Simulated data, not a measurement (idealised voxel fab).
The process module that follows is named voxel self aligned vias.
Each square cell in cross-section cut measures 5 nm, and the section as a whole is 195 nm wide.
Reading order for cross-sections: top band down to bottom band. Underlying form: a grid of square cells. Band size: one or more rows of cells.
Read a band's entry like this: the first values are the height of its top and the height of its bottom in nm, and what follows is the sequence of materials from left to right, each with its width in nm. Note that "air" is empty space, and that a single material marked "everywhere" reaches across the band from edge to edge.
Measure heights from 0. That's the level where, below it, the as-received wafer is all one material. The lowest band is bottomless and extends downward; write it as in "0 down".
A width given as "30..40" starts at the first number in the band's top row and ends at the second number in its bottom row, shifting by an equal amount at every step from row to row.
"nothing altered" after a step means that no cell of the cross-section changed.
"Voids, fully enclosed" lists enclosed empty spaces (at least 8 cells, no open path upward to the top), each as width x height at distance from the left edge, in nm.
Formally, on a step line, whatever follows the settings is a remark that the simulator itself makes on the step.
overlay nm: where the mask lay relative to plan, measured to the right, on steps with a mask; negatives go left.
Pairs from here to the end. Each: cross-section before one process step, cross-section after it, the latter only as far down as the lowest band that changed. Under each: the step between, and its settings. Mind that the pairs may be taken from different runs of this module on the same starting wafer; whether a pair continues from the pair above depends on its entry headed "Incoming structure", and it does only where that entry says so.
**Incoming structure**
    75 to 65 = Ru everywhere
    65 to 60 = TiN: 50 | Ru: 25 | TiN: 40 | Ru: 25 | TiN: 55
    60 to 40 = lowk: 45 | TiN: 5 | Ru: 25 | TiN: 5 | lowk: 30 | TiN: 5 | Ru: 25 | TiN: 5 | lowk: 50
    40 to 35 = SiN: 45 | TiN: 35 | SiN: 30 | TiN: 35 | SiN: 50
    35 to 30 = lowk: 50 | SiN: 25 | lowk: 40 | SiN: 25 | lowk: 55
    30 to 20 = lowk: 50 | TiN: 5 | W: 15 | TiN: 5 | lowk: 40 | TiN: 5 | W: 15 | TiN: 5 | lowk: 55
    20 to 15 = lowk: 50 | TiN: 25 | lowk: 40 | TiN: 25 | lowk: 55
    15 to 10 = SiCN everywhere
    10 to 0 = SiO2 everywhere
    0 down = Si everywhere
    Voids, fully enclosed: none
**Resulting Structure**
    60 to 40 = lowk: 45 | TiN: 5 | Ru: 25 | TiN: 5 | lowk: 30 | TiN: 5 | Ru: 25 | TiN: 5 | lowk: 50
    At heights below 40, the structure remains unaltered.
    Voids, fully enclosed: none
Processing between the before and after sections above: CMP: height nm 60
Incoming structure: starting point is the after cross-section of the pair just above.
**Resulting Structure**
    65 to 60 = SiCN everywhere
    At heights below 60, the structure remains unaltered.
    Voids, fully enclosed: none
Processing between the before and after sections above: CONFORMAL_DEP: material SiCN, thk nm 5
**Incoming structure**
    60 to 40 = lowk everywhere
    40 to 35 = lowk: 50 | SiN: 25 | lowk: 40 | SiN: 25 | lowk: 55
    35 to 20 = lowk: 50 | TiN: 5 | W: 15 | TiN: 5 | lowk: 40 | TiN: 5 | W: 15 | TiN: 5 | lowk: 55
    20 to 15 = lowk: 50 | TiN: 25 | lowk: 40 | TiN: 25 | lowk: 55
    15 to 10 = SiCN everywhere
    10 to 0 = SiO2 everywhere
    0 down = Si everywhere
    Voids, fully enclosed: none
**Resulting Structure**
    75 to 60 = resist: 50 | air: 30 | resist: 35 | air: 30 | resist: 50
    At heights below 60, the structure remains unaltered.
    Voids, fully enclosed: none
Processing between the before and after sections above: PATTERN: tone open, mask id VIAS, material resist, width nm 30, pitch nm 65, thk nm 15, overlay nm 0
Incoming structure: starting point is the after cross-section of the pair just above.
**Resulting Structure**
    75 to 60 = resist: 50 | air: 30 | resist: 35 | air: 30 | resist: 50
    60 to 40 = lowk: 50 | air: 30 | lowk: 35 | air: 30 | lowk: 50
    At heights below 40, the structure remains unaltered.
    Voids, fully enclosed: none
Processing between the before and after sections above: DIRECTIONAL_ETCH: etch materials lowk, depth nm 20
Incoming structure: starting point is the after cross-section of the pair just above.
**Resulting Structure**
    75 to 60 = resist: 50 | air: 30 | resist: 35 | air: 30 | resist: 50
    60 to 40 = lowk: 50 | air: 30 | lowk: 35 | air: 30 | lowk: 50
    40 to 35 = lowk: 50 | air: 25 | lowk: 40 | air: 25 | lowk: 55
    At heights below 35, the structure remains unaltered.
    Voids, fully enclosed: none
Processing between the before and after sections above: DIRECTIONAL_ETCH: etch materials SiN, depth nm 5
Incoming structure: starting point is the after cross-section of the pair just above.
**Resulting Structure**
    60 to 40 = lowk: 50 | air: 30 | lowk: 35 | air: 30 | lowk: 50
    At heights below 40, the structure remains unaltered.
    Voids, fully enclosed: none
Processing between the before and after sections above: STRIP: etch materials resist
Incoming structure: starting point is the after cross-section of the pair just above.
**Resulting Structure**
    65 to 60 = TiN: 55 | air: 20 | TiN: 45 | air: 20 | TiN: 55
    60 to 45 = lowk: 50 | TiN: 5 | air: 20 | TiN: 5 | lowk: 35 | TiN: 5 | air: 20 | TiN: 5 | lowk: 50
    45 to 40 = lowk: 50 | TiN: 5 | air: 15 | TiN: 10 | lowk: 35 | TiN: 5 | air: 15 | TiN: 10 | lowk: 50
    40 to 35 = lowk: 50 | TiN: 25 | lowk: 40 | TiN: 25 | lowk: 55
    At heights below 35, the structure remains unaltered.
    Voids, fully enclosed: none
Processing between the before and after sections above: CONFORMAL_DEP: material TiN, thk nm 5
Incoming structure: starting point is the after cross-section of the pair just above.
**Resulting Structure**
    75 to 65 = Ru everywhere
    65 to 60 = TiN: 55 | Ru: 20 | TiN: 45 | Ru: 20 | TiN: 55
    60 to 45 = lowk: 50 | TiN: 5 | Ru: 20 | TiN: 5 | lowk: 35 | TiN: 5 | Ru: 20 | TiN: 5 | lowk: 50
    45 to 40 = lowk: 50 | TiN: 5 | Ru: 15 | TiN: 10 | lowk: 35 | TiN: 5 | Ru: 15 | TiN: 10 | lowk: 50
    At heights below 40, the structure remains unaltered.
    Voids, fully enclosed: none
Processing between the before and after sections above: FILL_DEP: material Ru, thk nm 10
Incoming structure: starting point is the after cross-section of the pair just above.
**Resulting Structure**
    60 to 45 = lowk: 50 | TiN: 5 | Ru: 20 | TiN: 5 | lowk: 35 | TiN: 5 | Ru: 20 | TiN: 5 | lowk: 50
    At heights below 45, the structure remains unaltered.
    Voids, fully enclosed: none
Processing between the before and after sections above: CMP: height nm 60
Incoming structure: starting point is the after cross-section of the pair just above.
**Resulting Structure**
    65 to 60 = SiCN everywhere
    At heights below 60, the structure remains unaltered.
    Voids, fully enclosed: none
Processing between the before and after sections above: CONFORMAL_DEP: material SiCN, thk nm 5
**Incoming structure**
    40 to 15 = lowk everywhere
    15 to 10 = SiCN everywhere
    10 to 0 = SiO2 everywhere
    0 down = Si everywhere
    Voids, fully enclosed: none
**Resulting Structure**
    55 to 40 = resist: 40 | air: 25 | resist: 40 | air: 25 | resist: 65
    At heights below 40, the structure remains unaltered.
    Voids, fully enclosed: none
Processing between the before and after sections above: PATTERN: tone open, mask id LINES, material resist, width nm 25, pitch nm 65, thk nm 15, overlay nm -10
Incoming structure: starting point is the after cross-section of the pair just above.
**Resulting Structure**
    55 to 40 = resist: 40 | air: 25 | resist: 40 | air: 25 | resist: 65
    40 to 15 = lowk: 40 | air: 25 | lowk: 40 | air: 25 | lowk: 65
    At heights below 15, the structure remains unaltered.
    Voids, fully enclosed: none
Processing between the before and after sections above: DIRECTIONAL_ETCH: etch materials lowk, depth nm 25
Incoming structure: starting point is the after cross-section of the pair just above.
**Resulting Structure**
    40 to 15 = lowk: 40 | air: 25 | lowk: 40 | air: 25 | lowk: 65
    At heights below 15, the structure remains unaltered.
    Voids, fully enclosed: none
Processing between the before and after sections above: STRIP: etch materials resist
Incoming structure: starting point is the after cross-section of the pair just above.
**Resulting Structure**
    45 to 40 = TiN: 45 | air: 15 | TiN: 50 | air: 15 | TiN: 70
    40 to 20 = lowk: 40 | TiN: 5 | air: 15 | TiN: 5 | lowk: 40 | TiN: 5 | air: 15 | TiN: 5 | lowk: 65
    20 to 15 = lowk: 40 | TiN: 25 | lowk: 40 | TiN: 25 | lowk: 65
    At heights below 15, the structure remains unaltered.
    Voids, fully enclosed: none
Processing between the before and after sections above: CONFORMAL_DEP: material TiN, thk nm 5
Incoming structure: starting point is the after cross-section of the pair just above.
**Resulting Structure**
    50 to 45 = W everywhere
    45 to 40 = TiN: 45 | W: 15 | TiN: 50 | W: 15 | TiN: 70
    40 to 20 = lowk: 40 | TiN: 5 | W: 15 | TiN: 5 | lowk: 40 | TiN: 5 | W: 15 | TiN: 5 | lowk: 65
    At heights below 20, the structure remains unaltered.
    Voids, fully enclosed: none
Processing between the before and after sections above: FILL_DEP: material W, thk nm 5
Incoming structure: starting point is the after cross-section of the pair just above.
**Resulting Structure**
    40 to 20 = lowk: 40 | TiN: 5 | W: 15 | TiN: 5 | lowk: 40 | TiN: 5 | W: 15 | TiN: 5 | lowk: 65
    At heights below 20, the structure remains unaltered.
    Voids, fully enclosed: none
Processing between the before and after sections above: CMP: height nm 40
Incoming structure: starting point is the after cross-section of the pair just above.
**Resulting Structure**
    40 to 35 = lowk: 40 | air: 25 | lowk: 40 | air: 25 | lowk: 65
    At heights below 35, the structure remains unaltered.
    Voids, fully enclosed: none
Processing between the before and after sections above: SELECTIVE_ETCH: etch materials W Ru TiN, depth nm 5
Incoming structure: starting point is the after cross-section of the pair just above.
**Resulting Structure**
    45 to 40 = SiN everywhere
    40 to 35 = lowk: 40 | SiN: 25 | lowk: 40 | SiN: 25 | lowk: 65
    At heights below 35, the structure remains unaltered.
    Voids, fully enclosed: none
Processing between the before and after sections above: FILL_DEP: material SiN, thk nm 5
Incoming structure: starting point is the after cross-section of the pair just above.
**Resulting Structure**
    40 to 35 = lowk: 40 | SiN: 25 | lowk: 40 | SiN: 25 | lowk: 65
    At heights below 35, the structure remains unaltered.
    Voids, fully enclosed: none
Processing between the before and after sections above: CMP: height nm 40
Incoming structure: starting point is the after cross-section of the pair just above.
**Resulting Structure**
    60 to 40 = lowk everywhere
    At heights below 40, the structure remains unaltered.
    Voids, fully enclosed: none
Processing between the before and after sections above: DIRECTIONAL_DEP: material lowk, thk nm 20
Incoming structure: starting point is the after cross-section of the pair just above.
**Resulting Structure**
    75 to 60 = resist: 45 | air: 35 | resist: 30 | air: 35 | resist: 50
    At heights below 60, the structure remains unaltered.
    Voids, fully enclosed: none
Processing between the before and after sections above: PATTERN: tone open, mask id VIAS, material resist, width nm 35, pitch nm 65, thk nm 15, overlay nm 0
Incoming structure: starting point is the after cross-section of the pair just above.
**Resulting Structure**
    75 to 60 = resist: 45 | air: 35 | resist: 30 | air: 35 | resist: 50
    60 to 40 = lowk: 45 | air: 35 | lowk: 30 | air: 35 | lowk: 50
    At heights below 40, the structure remains unaltered.
    Voids, fully enclosed: none
Processing between the before and after sections above: DIRECTIONAL_ETCH: etch materials lowk, depth nm 20
Incoming structure: starting point is the after cross-section of the pair just above.
**Resulting Structure**
    75 to 60 = resist: 45 | air: 35 | resist: 30 | air: 35 | resist: 50
    60 to 40 = lowk: 45 | air: 35 | lowk: 30 | air: 35 | lowk: 50
    40 to 35 = lowk: 40 | SiN: 5 | air: 20 | lowk: 40 | SiN: 5 | air: 20 | lowk: 65
    At heights below 35, the structure remains unaltered.
    Voids, fully enclosed: none
Processing between the before and after sections above: DIRECTIONAL_ETCH: etch materials SiN, depth nm 5
Incoming structure: starting point is the after cross-section of the pair just above.
**Resulting Structure**
    60 to 40 = lowk: 45 | air: 35 | lowk: 30 | air: 35 | lowk: 50
    At heights below 40, the structure remains unaltered.
    Voids, fully enclosed: none
Processing between the before and after sections above: STRIP: etch materials resist
Incoming structure: starting point is the after cross-section of the pair just above.
**Resulting Structure**
    65 to 60 = TiN: 50 | air: 25 | TiN: 40 | air: 25 | TiN: 55
    60 to 45 = lowk: 45 | TiN: 5 | air: 25 | TiN: 5 | lowk: 30 | TiN: 5 | air: 25 | TiN: 5 | lowk: 50
    45 to 40 = lowk: 45 | TiN: 5 | air: 10 | TiN: 20 | lowk: 30 | TiN: 5 | air: 10 | TiN: 20 | lowk: 50
    40 to 35 = lowk: 40 | SiN: 5 | TiN: 20 | lowk: 40 | SiN: 5 | TiN: 20 | lowk: 65
    At heights below 35, the structure remains unaltered.
    Voids, fully enclosed: none
Processing between the before and after sections above: CONFORMAL_DEP: material TiN, thk nm 5
Incoming structure: starting point is the after cross-section of the pair just above.
**Resulting Structure**
    75 to 65 = Ru everywhere
    65 to 60 = TiN: 50 | Ru: 25 | TiN: 40 | Ru: 25 | TiN: 55
    60 to 45 = lowk: 45 | TiN: 5 | Ru: 25 | TiN: 5 | lowk: 30 | TiN: 5 | Ru: 25 | TiN: 5 | lowk: 50
    45 to 40 = lowk: 45 | TiN: 5 | Ru: 10 | TiN: 20 | lowk: 30 | TiN: 5 | Ru: 10 | TiN: 20 | lowk: 50
    At heights below 40, the structure remains unaltered.
    Voids, fully enclosed: none
Processing between the before and after sections above: FILL_DEP: material Ru, thk nm 10
Incoming structure: starting point is the after cross-section of the pair just above.
**Resulting Structure**
    60 to 45 = lowk: 45 | TiN: 5 | Ru: 25 | TiN: 5 | lowk: 30 | TiN: 5 | Ru: 25 | TiN: 5 | lowk: 50
    At heights below 45, the structure remains unaltered.
    Voids, fully enclosed: none
Processing between the before and after sections above: CMP: height nm 60
Incoming structure: starting point is the after cross-section of the pair just above.
**Resulting Structure**
    65 to 60 = SiCN everywhere
    At heights below 60, the structure remains unaltered.
    Voids, fully enclosed: none
Processing between the before and after sections above: CONFORMAL_DEP: material SiCN, thk nm 5
**Incoming structure**
    40 to 35 = lowk: 50 | air: 25 | lowk: 40 | air: 25 | lowk: 55
    35 to 20 = lowk: 50 | TiN: 5 | W: 15 | TiN: 5 | lowk: 40 | TiN: 5 | W: 15 | TiN: 5 | lowk: 55
    20 to 15 = lowk: 50 | TiN: 25 | lowk: 40 | TiN: 25 | lowk: 55
    15 to 10 = SiCN everywhere
    10 to 0 = SiO2 everywhere
    0 down = Si everywhere
    Voids, fully enclosed: none
**Resulting Structure**
    45 to 40 = W everywhere
    40 to 35 = lowk: 50 | W: 25 | lowk: 40 | W: 25 | lowk: 55
    At heights below 35, the structure remains unaltered.
    Voids, fully enclosed: none
Processing between the before and after sections above: FILL_DEP: material W, thk nm 5
Incoming structure: starting point is the after cross-section of the pair just above.
**Resulting Structure**
    40 to 35 = lowk: 50 | W: 25 | lowk: 40 | W: 25 | lowk: 55
    At heights below 35, the structure remains unaltered.
    Voids, fully enclosed: none
Processing between the before and after sections above: CMP: height nm 40
Incoming structure: starting point is the after cross-section of the pair just above.
**Resulting Structure**
    60 to 40 = lowk everywhere
    At heights below 40, the structure remains unaltered.
    Voids, fully enclosed: none
Processing between the before and after sections above: DIRECTIONAL_DEP: material lowk, thk nm 20
Incoming structure: starting point is the after cross-section of the pair just above.
**Resulting Structure**
    75 to 60 = resist: 45 | air: 35 | resist: 30 | air: 35 | resist: 50
    At heights below 60, the structure remains unaltered.
    Voids, fully enclosed: none
Processing between the before and after sections above: PATTERN: tone open, mask id VIAS, material resist, width nm 35, pitch nm 65, thk nm 15, overlay nm 0
Incoming structure: starting point is the after cross-section of the pair just above.
**Resulting Structure**
    75 to 60 = resist: 45 | air: 35 | resist: 30 | air: 35 | resist: 50
    60 to 40 = lowk: 45 | air: 35 | lowk: 30 | air: 35 | lowk: 50
    At heights below 40, the structure remains unaltered.
    Voids, fully enclosed: none
Processing between the before and after sections above: DIRECTIONAL_ETCH: etch materials lowk, depth nm 20
Incoming structure: starting point is the after cross-section of the pair just above.
**Resulting Structure**
    60 to 40 = lowk: 45 | air: 35 | lowk: 30 | air: 35 | lowk: 50
    At heights below 40, the structure remains unaltered.
    Voids, fully enclosed: none
Processing between the before and after sections above: STRIP: etch materials resist
Incoming structure: starting point is the after cross-section of the pair just above.
**Resulting Structure**
    65 to 60 = TiN: 50 | air: 25 | TiN: 40 | air: 25 | TiN: 55
    60 to 45 = lowk: 45 | TiN: 5 | air: 25 | TiN: 5 | lowk: 30 | TiN: 5 | air: 25 | TiN: 5 | lowk: 50
    45 to 40 = lowk: 45 | TiN: 35 | lowk: 30 | TiN: 35 | lowk: 50
    At heights below 40, the structure remains unaltered.
    Voids, fully enclosed: none
Processing between the before and after sections above: CONFORMAL_DEP: material TiN, thk nm 5
Incoming structure: starting point is the after cross-section of the pair just above.
**Resulting Structure**
    75 to 65 = Ru everywhere
    65 to 60 = TiN: 50 | Ru: 25 | TiN: 40 | Ru: 25 | TiN: 55
    60 to 45 = lowk: 45 | TiN: 5 | Ru: 25 | TiN: 5 | lowk: 30 | TiN: 5 | Ru: 25 | TiN: 5 | lowk: 50
    At heights below 45, the structure remains unaltered.
    Voids, fully enclosed: none
Processing between the before and after sections above: FILL_DEP: material Ru, thk nm 10
Incoming structure: starting point is the after cross-section of the pair just above.
**Resulting Structure**
    60 to 45 = lowk: 45 | TiN: 5 | Ru: 25 | TiN: 5 | lowk: 30 | TiN: 5 | Ru: 25 | TiN: 5 | lowk: 50
    At heights below 45, the structure remains unaltered.
    Voids, fully enclosed: none
Processing between the before and after sections above: CMP: height nm 60
Incoming structure: starting point is the after cross-section of the pair just above.
**Resulting Structure**
    65 to 60 = SiCN everywhere
    At heights below 60, the structure remains unaltered.
    Voids, fully enclosed: none
Processing between the before and after sections above: CONFORMAL_DEP: material SiCN, thk nm 5
**Incoming structure**
    60 to 40 = lowk everywhere
    40 to 35 = lowk: 50 | SiN: 25 | lowk: 40 | SiN: 25 | lowk: 55
    35 to 20 = lowk: 50 | TiN: 5 | W: 15 | TiN: 5 | lowk: 40 | TiN: 5 | W: 15 | TiN: 5 | lowk: 55
    20 to 15 = lowk: 50 | TiN: 25 | lowk: 40 | TiN: 25 | lowk: 55
    15 to 10 = SiCN everywhere
    10 to 0 = SiO2 everywhere
    0 down = Si everywhere
    Voids, fully enclosed: none
**Resulting Structure**
    75 to 60 = air: 45 | resist: 35 | air: 30 | resist: 35 | air: 50
    At heights below 60, the structure remains unaltered.
    Voids, fully enclosed: none
Processing between the before and after sections above: PATTERN: tone cover, mask id VIAS, material resist, width nm 35, pitch nm 65, thk nm 15, overlay nm 0
Incoming structure: starting point is the after cross-section of the pair just above.
**Resulting Structure**
    75 to 60 = air: 45 | resist: 35 | air: 30 | resist: 35 | air: 50
    60 to 40 = air: 45 | lowk: 35 | air: 30 | lowk: 35 | air: 50
    At heights below 40, the structure remains unaltered.
    Voids, fully enclosed: none
Processing between the before and after sections above: DIRECTIONAL_ETCH: etch materials lowk, depth nm 20
Incoming structure: starting point is the after cross-section of the pair just above.
**Resulting Structure**
    60 to 40 = air: 45 | lowk: 35 | air: 30 | lowk: 35 | air: 50
    At heights below 40, the structure remains unaltered.
    Voids, fully enclosed: none
Processing between the before and after sections above: STRIP: etch materials resist
Incoming structure: starting point is the after cross-section of the pair just above.
**Resulting Structure**
    65 to 60 = air: 40 | TiN: 45 | air: 20 | TiN: 45 | air: 45
    60 to 45 = air: 40 | TiN: 5 | lowk: 35 | TiN: 5 | air: 20 | TiN: 5 | lowk: 35 | TiN: 5 | air: 45
    45 to 40 = TiN: 45 | lowk: 35 | TiN: 30 | lowk: 35 | TiN: 50
    At heights below 40, the structure remains unaltered.
    Voids, fully enclosed: none
Processing between the before and after sections above: CONFORMAL_DEP: material TiN, thk nm 5
Incoming structure: starting point is the after cross-section of the pair just above.
**Resulting Structure**
    75 to 65 = Ru everywhere
    65 to 60 = Ru: 40 | TiN: 45 | Ru: 20 | TiN: 45 | Ru: 45
    60 to 45 = Ru: 40 | TiN: 5 | lowk: 35 | TiN: 5 | Ru: 20 | TiN: 5 | lowk: 35 | TiN: 5 | Ru: 45
    At heights below 45, the structure remains unaltered.
    Voids, fully enclosed: none
Processing between the before and after sections above: FILL_DEP: material Ru, thk nm 10
Incoming structure: starting point is the after cross-section of the pair just above.
**Resulting Structure**
    60 to 45 = Ru: 40 | TiN: 5 | lowk: 35 | TiN: 5 | Ru: 20 | TiN: 5 | lowk: 35 | TiN: 5 | Ru: 45
    At heights below 45, the structure remains unaltered.
    Voids, fully enclosed: none
Processing between the before and after sections above: CMP: height nm 60
Incoming structure: starting point is the after cross-section of the pair just above.
**Resulting Structure**
    65 to 60 = SiCN everywhere
    At heights below 60, the structure remains unaltered.
    Voids, fully enclosed: none
Processing between the before and after sections above: CONFORMAL_DEP: material SiCN, thk nm 5
